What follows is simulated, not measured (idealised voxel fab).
Process module, titled voxel fin reveal
In the cross-section labelled cut, the width is 285 nm and each square cell is 5 nm.
Notation: cross-section as square-cell grid; stated in bands, top first, going down; one or more cell rows per band. Top, bottom (nm), then materials left to right with widths (nm); lone material tagged "edge to edge" fills the whole band edge to edge; "air" = empty space. Measure heights from 0. That's the level where, below it, the as-received wafer is all one material. The lowest band is bottomless and extends downward; write it as in "0 down". Per-row width for "30->40": begins at first number (top row of band), ends at second number (bottom row), increment between rows held constant. What does "nothing altered" mean for a step? It means no cell of the cross-section changed in that step. Any empty space of 8 cells or more lacking an open way to the top shows up in "Sealed internal cavities" as width x height at distance, distance from the left edge, in nm. The remark found on a step's line after its settings is issued by the simulator itself and pertains to that step. "overlay nm", when on a step's line for a step with a mask, measures how far to the right of its planned place the mask lay; a negative measure means to the left.
-- Steps planned for the process
step 1: RECEIVE,material Si
step 2: CONFORMAL_DEP,material SiN,thk nm 5
step 3: MASKED_ETCH,tone cover,mask id FINS,width nm 15,pitch nm 45,etch materials SiN,depth nm 5,overlay nm 0
step 4: MASKED_ETCH,tone cover,mask id FINS,width nm 15,pitch nm 45,etch materials Si,depth nm 40,overlay nm -15
step 5: FILL_DEP,material SiO2,thk nm 5
step 6: CMP,height nm 5
step 7: SELECTIVE_ETCH,etch materials SiO2,depth nm 30
step 8: STRIP,etch materials SiN
The plan shows the overlay nm of step 4 as the first wafer had it; this setting differs between the wafers, which start out alike.
-- Cross-section of the first incoming wafer of several, state after step 1
	0 down = Si edge to edge
	Sealed internal cavities: none
-- End-of-module cross-section, first of several wafers, after last step 8
	0 to -25 = 95 of air / 30 of Si / 15 of air / 30 of Si / 115 of air
	-25 to -40 = 95 of SiO2 / 30 of Si / 15 of SiO2 / 30 of Si / 115 of SiO2
	-40 down = Si edge to edge
	Sealed internal cavities: none
-- Cross-section at module completion, last wafer
	0 to -25 = 110 of air / 30 of Si / 15 of air / 30 of Si / 100 of air
	-25 to -40 = 110 of SiO2 / 30 of Si / 15 of SiO2 / 30 of Si / 100 of SiO2
	-40 down = Si edge to edge
	Sealed internal cavities: none
-- Every row in this table is a wafer at the end of the module, and it gives, for each of the materials, the cells that wafer has gained (+) or lost (-) since it was received, then its closed voids
overlay nm -15, -360 Si, +135 SiO2, Sealed internal cavities: none
overlay nm -10, -376 Si, +141 SiO2, Sealed internal cavities: none
overlay nm -5, -392 Si, +147 SiO2, Sealed internal cavities: none
overlay nm 0, -408 Si, +153 SiO2, Sealed internal cavities: none
overlay nm 5, -392 Si, +147 SiO2, Sealed internal cavities: none
overlay nm 10, -376 Si, +141 SiO2, Sealed internal cavities: none
overlay nm 15, -360 Si, +135 SiO2, Sealed internal cavities: none
